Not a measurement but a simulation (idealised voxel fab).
process module | voxel wiring stack
cross-section cut | 290 nm wide | cells 5 nm
A cross-section is a grid of square cells, given in bands from the top down. A band is one or more rows of cells.
Each band's line starts with the height of the band's top and of its bottom, in nm. Then come its materials from left to right, each with its width in nm. One material with "throughout" fills the band from edge to edge. "air" is empty space.
Height 0 is the level under which the wafer as received is all one material. The lowest band goes on downwards, as in "0 down".
A width such as "30 to 40" changes by the same amount from each row of cells to the next, from the band's top row to its bottom row.
"no change" after a step means that no cell of the cross-section changed.
closed voids: empty space of 8 cells or more with no open way to the top, each as width x height at its distance from the left edge, in nm
after a step's settings: what the simulator itself notes on the step
overlay nm, on a step with a mask: how far to the right of its planned place the mask lay; to the left if negative
plan
1 op RECEIVE | material Si
2 op CONFORMAL_DEP | material SiO2 | thk nm 10
3 op DIRECTIONAL_DEP | material TiN | thk nm 5
4 op DIRECTIONAL_DEP | material W | thk nm 20
5 op MASKED_ETCH | tone cover | mask id METAL_1 | width nm 25 | pitch nm 45 | etch materials W | depth nm 20 | overlay nm 0
6 op MASKED_ETCH | tone cover | mask id METAL_1 | width nm 25 | pitch nm 45 | etch materials TiN | depth nm 5 | overlay nm 0
7 op FILL_DEP | material lowk | thk nm 5
8 op CMP | height nm 35
9 op CONFORMAL_DEP | material SiCN | thk nm 5
10 op DIRECTIONAL_DEP | material lowk | thk nm 30
11 op DIRECTIONAL_DEP | material aC | thk nm 10
12 op PATTERN | tone open | mask id METAL_2_HOLES | material resist | width nm 15 | thk nm 30 | overlay nm 0
13 op DIRECTIONAL_ETCH | etch materials aC | depth nm 10
14 op STRIP | etch materials resist
15 op DIRECTIONAL_ETCH | etch materials lowk | depth nm 30
16 op STRIP | etch materials aC
17 op MASKED_ETCH | tone open | mask id METAL_2 | width nm 25 | pitch nm 45 | etch materials lowk | depth nm 15 | overlay nm 0
18 op MASKED_ETCH | tone open | mask id METAL_2 | width nm 25 | pitch nm 45 | etch materials SiCN | depth nm 5 | overlay nm 0
19 op CONFORMAL_DEP | material TiN | thk nm 5
20 op FILL_DEP | material Ru | thk nm 10
21 op CMP | height nm 70
22 op CONFORMAL_DEP | material SiN | thk nm 5
as received, after step 1
  0 down: Si throughout
  closed voids: none
first wafer at the end, as planned
  75 to 70: SiN throughout
  70 to 60: lowk 110 | TiN 5 | Ru 15 | TiN 5 | lowk 20 | TiN 5 | Ru 15 | TiN 5 | lowk 110
  60 to 55: lowk 110 | TiN 5 | Ru 5 | TiN 15 | lowk 20 | TiN 25 | lowk 110
  55 to 40: lowk 110 | TiN 5 | Ru 5 | TiN 5 | lowk 165
  40 to 35: SiCN 110 | TiN 15 | SiCN 165
  35 to 15: lowk 110 | W 25 | lowk 20 | W 25 | lowk 110
  15 to 10: lowk 110 | TiN 25 | lowk 20 | TiN 25 | lowk 110
  10 to 0: SiO2 throughout
  0 down: Si throughout
  closed voids: none
second wafer at the end: like start, like plan, one mistake
  75 to 70: SiN throughout
  70 to 60: lowk 110 | TiN 5 | Ru 15 | TiN 5 | lowk 20 | TiN 5 | Ru 15 | TiN 5 | lowk 110
  60 to 55: lowk 110 | TiN 5 | Ru 5 | TiN 15 | lowk 20 | TiN 25 | lowk 110
  55 to 40: lowk 110 | TiN 5 | Ru 5 | TiN 5 | lowk 165
  40 to 35: SiCN 110 | TiN 15 | SiCN 165
  35 to 20: lowk 110 | W 25 | lowk 20 | W 25 | lowk 110
  20 to 15: lowk 110 | TiN 25 | lowk 20 | TiN 25 | lowk 110
  15 to 0: SiO2 throughout
  0 down: Si throughout
  closed voids: none
what went wrong: step 2 ran as: op CONFORMAL_DEP | material SiO2 | thk nm 15
at the end the second wafer has, in cells: 58 more of SiO2 | 10 fewer of W | 48 fewer of lowk
